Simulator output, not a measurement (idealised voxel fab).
The following process module bears the name voxel gate over fins.
The width of the displayed cross-section, cut, is 220 nm; its cells are square, with a size of 5 nm.
In this document a cross-section is written as a grid of square cells. It is given as a series of bands, listed from the top down, and a band is one or more rows of cells.
Band: top and bottom heights (nm) first, top before bottom; then materials from left to right, widths in nm. "all across" marks a sole material filling the band edge to edge. "blank" denotes empty space.
Below 0: as-received wafer, all one material; heights counted from there. Lowest band: no bottom, goes on down, written "0 down".
When a width is written as two numbers, as in "30->40", the first number is the width in the top row of cells of the band and the second is the width in its bottom row, and the width changes by the same amount from each row to the next.
Basically "no alteration" means that step didn't change any cell in the cross-section.
Closed-off voids of 8+ cells (no open route to the top) go in "Enclosed internal cavities", written width x height at distance from the left edge, in nm.
Where a step's line continues beyond its settings, the continuation is a remark by the simulator itself on that step.
overlay nm, on a step with a mask: how far to the right of its planned place the mask lay; to the left if negative
Listed below are the process steps as planned:
- 1: RECEIVE,material Si
- 2: CONFORMAL_DEP,material SiN,thk nm 10
- 3: DIRECTIONAL_DEP,material aC,thk nm 15
- 4: PATTERN,tone cover,mask id FINS,material resist,width nm 15,pitch nm 40,thk nm 35,overlay nm 0
- 5: DIRECTIONAL_ETCH,etch materials aC,depth nm 15
- 6: STRIP,etch materials resist
- 7: DIRECTIONAL_ETCH,etch materials SiN,depth nm 10
- 8: DIRECTIONAL_ETCH,etch materials Si,depth nm 40
- 9: STRIP,etch materials aC
- 10: OXIDIZE,depth nm 5
- 11: FILL_DEP,material SiO2,thk nm 5
- 12: CMP,height nm 10
- 13: SELECTIVE_ETCH,etch materials SiO2,depth nm 25
- 14: STRIP,etch materials SiN
- 15: CONFORMAL_DEP,material HfO2,thk nm 5
- 16: CONFORMAL_DEP,material TiN,thk nm 5
- 17: CONFORMAL_DEP,material TiAl,thk nm 5
- 18: CONFORMAL_DEP,material TiN,thk nm 5
- 19: FILL_DEP,material W,thk nm 15
- 20: CMP,height nm 30
- 21: CONFORMAL_DEP,material SiCN,thk nm 5
Wafer, first of two, run as planned:
So this is the incoming wafer in cross-section - it's already been through step 1:
	0 down | Si all across
	Enclosed internal cavities: none
After step 2: wafer cross-section:
	10 to 0 | SiN all across
	Beneath the level 0, the cross-section is identical to its previous state.
After step 3: wafer cross-section:
	25 to 10 | aC all across
	Beneath the level 10, the cross-section is identical to its previous state.
After step 4: wafer cross-section:
	60 to 25 | 40 nm blank | 15 nm resist | 25 nm blank | 15 nm resist | 25 nm blank | 15 nm resist | 25 nm blank | 15 nm resist | 45 nm blank
	Beneath the level 25, the cross-section is identical to its previous state.
After step 5: wafer cross-section:
	45 to 25 | 40 nm blank | 15 nm resist | 25 nm blank | 15 nm resist | 25 nm blank | 15 nm resist | 25 nm blank | 15 nm resist | 45 nm blank
	25 to 10 | 40 nm blank | 15 nm aC | 25 nm blank | 15 nm aC | 25 nm blank | 15 nm aC | 25 nm blank | 15 nm aC | 45 nm blank
	Beneath the level 10, the cross-section is identical to its previous state.
After step 6: wafer cross-section:
	25 to 10 | 40 nm blank | 15 nm aC | 25 nm blank | 15 nm aC | 25 nm blank | 15 nm aC | 25 nm blank | 15 nm aC | 45 nm blank
	Beneath the level 10, the cross-section is identical to its previous state.
After step 7: wafer cross-section:
	25 to 10 | 40 nm blank | 15 nm aC | 25 nm blank | 15 nm aC | 25 nm blank | 15 nm aC | 25 nm blank | 15 nm aC | 45 nm blank
	10 to 0 | 40 nm blank | 15 nm SiN | 25 nm blank | 15 nm SiN | 25 nm blank | 15 nm SiN | 25 nm blank | 15 nm SiN | 45 nm blank
	Beneath the level 0, the cross-section is identical to its previous state.
After step 8: wafer cross-section:
	25 to 10 | 40 nm blank | 15 nm aC | 25 nm blank | 15 nm aC | 25 nm blank | 15 nm aC | 25 nm blank | 15 nm aC | 45 nm blank
	10 to 0 | 40 nm blank | 15 nm SiN | 25 nm blank | 15 nm SiN | 25 nm blank | 15 nm SiN | 25 nm blank | 15 nm SiN | 45 nm blank
	0 to -40 | 40 nm blank | 15 nm Si | 25 nm blank | 15 nm Si | 25 nm blank | 15 nm Si | 25 nm blank | 15 nm Si | 45 nm blank
	Beneath the level -40, the cross-section is identical to its previous state.
After step 9: wafer cross-section:
	10 to 0 | 40 nm blank | 15 nm SiN | 25 nm blank | 15 nm SiN | 25 nm blank | 15 nm SiN | 25 nm blank | 15 nm SiN | 45 nm blank
	Beneath the level 0, the cross-section is identical to its previous state.
After step 10: wafer cross-section:
	10 to 0 | 40 nm blank | 15 nm SiN | 25 nm blank | 15 nm SiN | 25 nm blank | 15 nm SiN | 25 nm blank | 15 nm SiN | 45 nm blank
	0 to -40 | 40 nm blank | 5 nm SiO2 | 5 nm Si | 5 nm SiO2 | 25 nm blank | 5 nm SiO2 | 5 nm Si | 5 nm SiO2 | 25 nm blank | 5 nm SiO2 | 5 nm Si | 5 nm SiO2 | 25 nm blank | 5 nm SiO2 | 5 nm Si | 5 nm SiO2 | 45 nm blank
	-40 to -45 | 45 nm SiO2 | 5 nm Si | 35 nm SiO2 | 5 nm Si | 35 nm SiO2 | 5 nm Si | 35 nm SiO2 | 5 nm Si | 50 nm SiO2
	Beneath the level -45, the cross-section is identical to its previous state.
After step 11: wafer cross-section:
	15 to 10 | SiO2 all across
	10 to 0 | 40 nm SiO2 | 15 nm SiN | 25 nm SiO2 | 15 nm SiN | 25 nm SiO2 | 15 nm SiN | 25 nm SiO2 | 15 nm SiN | 45 nm SiO2
	0 to -45 | 45 nm SiO2 | 5 nm Si | 35 nm SiO2 | 5 nm Si | 35 nm SiO2 | 5 nm Si | 35 nm SiO2 | 5 nm Si | 50 nm SiO2
	Beneath the level -45, the cross-section is identical to its previous state.
After step 12: wafer cross-section:
	10 to 0 | 40 nm SiO2 | 15 nm SiN | 25 nm SiO2 | 15 nm SiN | 25 nm SiO2 | 15 nm SiN | 25 nm SiO2 | 15 nm SiN | 45 nm SiO2
	Beneath the level 0, the cross-section is identical to its previous state.
After step 13: wafer cross-section:
	10 to 0 | 40 nm blank | 15 nm SiN | 25 nm blank | 15 nm SiN | 25 nm blank | 15 nm SiN | 25 nm blank | 15 nm SiN | 45 nm blank
	0 to -15 | 45 nm blank | 5 nm Si | 35 nm blank | 5 nm Si | 35 nm blank | 5 nm Si | 35 nm blank | 5 nm Si | 50 nm blank
	Beneath the level -15, the cross-section is identical to its previous state.
After step 14: wafer cross-section:
	0 to -15 | 45 nm blank | 5 nm Si | 35 nm blank | 5 nm Si | 35 nm blank | 5 nm Si | 35 nm blank | 5 nm Si | 50 nm blank
	Beneath the level -15, the cross-section is identical to its previous state.
After step 15: wafer cross-section:
	5 to 0 | 40 nm blank | 15 nm HfO2 | 25 nm blank | 15 nm HfO2 | 25 nm blank | 15 nm HfO2 | 25 nm blank | 15 nm HfO2 | 45 nm blank
	0 to -10 | 40 nm blank | 5 nm HfO2 | 5 nm Si | 5 nm HfO2 | 25 nm blank | 5 nm HfO2 | 5 nm Si | 5 nm HfO2 | 25 nm blank | 5 nm HfO2 | 5 nm Si | 5 nm HfO2 | 25 nm blank | 5 nm HfO2 | 5 nm Si | 5 nm HfO2 | 45 nm blank
	-10 to -15 | 45 nm HfO2 | 5 nm Si | 35 nm HfO2 | 5 nm Si | 35 nm HfO2 | 5 nm Si | 35 nm HfO2 | 5 nm Si | 50 nm HfO2
	Beneath the level -15, the cross-section is identical to its previous state.
After step 16: wafer cross-section:
	10 to 5 | 35 nm blank | 25 nm TiN | 15 nm blank | 25 nm TiN | 15 nm blank | 25 nm TiN | 15 nm blank | 25 nm TiN | 40 nm blank
	5 to 0 | 35 nm blank | 5 nm TiN | 15 nm HfO2 | 5 nm TiN | 15 nm blank | 5 nm TiN | 15 nm HfO2 | 5 nm TiN | 15 nm blank | 5 nm TiN | 15 nm HfO2 | 5 nm TiN | 15 nm blank | 5 nm TiN | 15 nm HfO2 | 5 nm TiN | 40 nm blank
	0 to -5 | 35 nm blank | 5 nm TiN | 5 nm HfO2 | 5 nm Si | 5 nm HfO2 | 5 nm TiN | 15 nm blank | 5 nm TiN | 5 nm HfO2 | 5 nm Si | 5 nm HfO2 | 5 nm TiN | 15 nm blank | 5 nm TiN | 5 nm HfO2 | 5 nm Si | 5 nm HfO2 | 5 nm TiN | 15 nm blank | 5 nm TiN | 5 nm HfO2 | 5 nm Si | 5 nm HfO2 | 5 nm TiN | 40 nm blank
	-5 to -10 | 40 nm TiN | 5 nm HfO2 | 5 nm Si | 5 nm HfO2 | 25 nm TiN | 5 nm HfO2 | 5 nm Si | 5 nm HfO2 | 25 nm TiN | 5 nm HfO2 | 5 nm Si | 5 nm HfO2 | 25 nm TiN | 5 nm HfO2 | 5 nm Si | 5 nm HfO2 | 45 nm TiN
	Beneath the level -10, the cross-section is identical to its previous state.
After step 17: wafer cross-section:
	15 to 10 | 30 nm blank | 35 nm TiAl | 5 nm blank | 35 nm TiAl | 5 nm blank | 35 nm TiAl | 5 nm blank | 35 nm TiAl | 35 nm blank
	10 to 5 | 30 nm blank | 5 nm TiAl | 25 nm TiN | 5 nm TiAl | 5 nm blank | 5 nm TiAl | 25 nm TiN | 5 nm TiAl | 5 nm blank | 5 nm TiAl | 25 nm TiN | 5 nm TiAl | 5 nm blank | 5 nm TiAl | 25 nm TiN | 5 nm TiAl | 35 nm blank
	5 to 0 | 30 nm blank | 5 nm TiAl | 5 nm TiN | 15 nm HfO2 | 5 nm TiN | 5 nm TiAl | 5 nm blank | 5 nm TiAl | 5 nm TiN | 15 nm HfO2 | 5 nm TiN | 5 nm TiAl | 5 nm blank | 5 nm TiAl | 5 nm TiN | 15 nm HfO2 | 5 nm TiN | 5 nm TiAl | 5 nm blank | 5 nm TiAl | 5 nm TiN | 15 nm HfO2 | 5 nm TiN | 5 nm TiAl | 35 nm blank
	0 to -5 | 35 nm TiAl | 5 nm TiN | 5 nm HfO2 | 5 nm Si | 5 nm HfO2 | 5 nm TiN | 15 nm TiAl | 5 nm TiN | 5 nm HfO2 | 5 nm Si | 5 nm HfO2 | 5 nm TiN | 15 nm TiAl | 5 nm TiN | 5 nm HfO2 | 5 nm Si | 5 nm HfO2 | 5 nm TiN | 15 nm TiAl | 5 nm TiN | 5 nm HfO2 | 5 nm Si | 5 nm HfO2 | 5 nm TiN | 40 nm TiAl
	Beneath the level -5, the cross-section is identical to its previous state.
After step 18: wafer cross-section:
	20 to 15 | 25 nm blank | 165 nm TiN | 30 nm blank
	15 to 10 | 25 nm blank | 5 nm TiN | 35 nm TiAl | 5 nm TiN | 35 nm TiAl | 5 nm TiN | 35 nm TiAl | 5 nm TiN | 35 nm TiAl | 5 nm TiN | 30 nm blank
	10 to 5 | 25 nm blank | 5 nm TiN | 5 nm TiAl | 25 nm TiN | 5 nm TiAl | 5 nm TiN | 5 nm TiAl | 25 nm TiN | 5 nm TiAl | 5 nm TiN | 5 nm TiAl | 25 nm TiN | 5 nm TiAl | 5 nm TiN | 5 nm TiAl | 25 nm TiN | 5 nm TiAl | 5 nm TiN | 30 nm blank
	5 to 0 | 30 nm TiN | 5 nm TiAl | 5 nm TiN | 15 nm HfO2 | 5 nm TiN | 5 nm TiAl | 5 nm TiN | 5 nm TiAl | 5 nm TiN | 15 nm HfO2 | 5 nm TiN | 5 nm TiAl | 5 nm TiN | 5 nm TiAl | 5 nm TiN | 15 nm HfO2 | 5 nm TiN | 5 nm TiAl | 5 nm TiN | 5 nm TiAl | 5 nm TiN | 15 nm HfO2 | 5 nm TiN | 5 nm TiAl | 35 nm TiN
	Beneath the level 0, the cross-section is identical to its previous state.
After step 19: wafer cross-section:
	35 to 20 | W all across
	20 to 15 | 25 nm W | 165 nm TiN | 30 nm W
	15 to 10 | 25 nm W | 5 nm TiN | 35 nm TiAl | 5 nm TiN | 35 nm TiAl | 5 nm TiN | 35 nm TiAl | 5 nm TiN | 35 nm TiAl | 5 nm TiN | 30 nm W
	10 to 5 | 25 nm W | 5 nm TiN | 5 nm TiAl | 25 nm TiN | 5 nm TiAl | 5 nm TiN | 5 nm TiAl | 25 nm TiN | 5 nm TiAl | 5 nm TiN | 5 nm TiAl | 25 nm TiN | 5 nm TiAl | 5 nm TiN | 5 nm TiAl | 25 nm TiN | 5 nm TiAl | 5 nm TiN | 30 nm W
	Beneath the level 5, the cross-section is identical to its previous state.
After step 20: wafer cross-section:
	30 to 20 | W all across
	Beneath the level 20, the cross-section is identical to its previous state.
After step 21: wafer cross-section:
	35 to 30 | SiCN all across
	Beneath the level 30, the cross-section is identical to its previous state.
Second wafer, same starting state and plan as the first, one mistake in the run, identical through step 16:
What the second wafer looks like in cross-section when step 17 should have wrapped up:
	15 to 5 | 30 nm blank | 35 nm TiN | 5 nm blank | 35 nm TiN | 5 nm blank | 35 nm TiN | 5 nm blank | 35 nm TiN | 35 nm blank
	5 to 0 | 30 nm blank | 10 nm TiN | 15 nm HfO2 | 10 nm TiN | 5 nm blank | 10 nm TiN | 15 nm HfO2 | 10 nm TiN | 5 nm blank | 10 nm TiN | 15 nm HfO2 | 10 nm TiN | 5 nm blank | 10 nm TiN | 15 nm HfO2 | 10 nm TiN | 35 nm blank
	0 to -10 | 40 nm TiN | 5 nm HfO2 | 5 nm Si | 5 nm HfO2 | 25 nm TiN | 5 nm HfO2 | 5 nm Si | 5 nm HfO2 | 25 nm TiN | 5 nm HfO2 | 5 nm Si | 5 nm HfO2 | 25 nm TiN | 5 nm HfO2 | 5 nm Si | 5 nm HfO2 | 45 nm TiN
	Beneath the level -10, the cross-section is identical to its previous state.
What the second wafer looks like in cross-section when step 18 should have wrapped up:
	20 to 15 | 25 nm blank | 165 nm TiAl | 30 nm blank
	15 to 5 | 25 nm blank | 5 nm TiAl | 35 nm TiN | 5 nm TiAl | 35 nm TiN | 5 nm TiAl | 35 nm TiN | 5 nm TiAl | 35 nm TiN | 5 nm TiAl | 30 nm blank
	5 to 0 | 30 nm TiAl | 10 nm TiN | 15 nm HfO2 | 10 nm TiN | 5 nm TiAl | 10 nm TiN | 15 nm HfO2 | 10 nm TiN | 5 nm TiAl | 10 nm TiN | 15 nm HfO2 | 10 nm TiN | 5 nm TiAl | 10 nm TiN | 15 nm HfO2 | 10 nm TiN | 35 nm TiAl
	Beneath the level 0, the cross-section is identical to its previous state.
What the second wafer looks like in cross-section when step 19 should have wrapped up:
	35 to 20 | W all across
	20 to 15 | 25 nm W | 165 nm TiAl | 30 nm W
	15 to 5 | 25 nm W | 5 nm TiAl | 35 nm TiN | 5 nm TiAl | 35 nm TiN | 5 nm TiAl | 35 nm TiN | 5 nm TiAl | 35 nm TiN | 5 nm TiAl | 30 nm W
	Beneath the level 5, the cross-section is identical to its previous state.
What the second wafer looks like in cross-section when step 20 should have wrapped up:
	30 to 20 | W all across
	Beneath the level 20, the cross-section is identical to its previous state.
What the second wafer looks like in cross-section when step 21 should have wrapped up:
	35 to 30 | SiCN all across
	Beneath the level 30, the cross-section is identical to its previous state.
The plan and the run diverged here: step 18 occupied the plan position of step 17, and the converse holds as well
Counted in cells at the end, the second wafer holds more or fewer of these materials than the first: 9 fewer of TiAl | 9 more of TiN
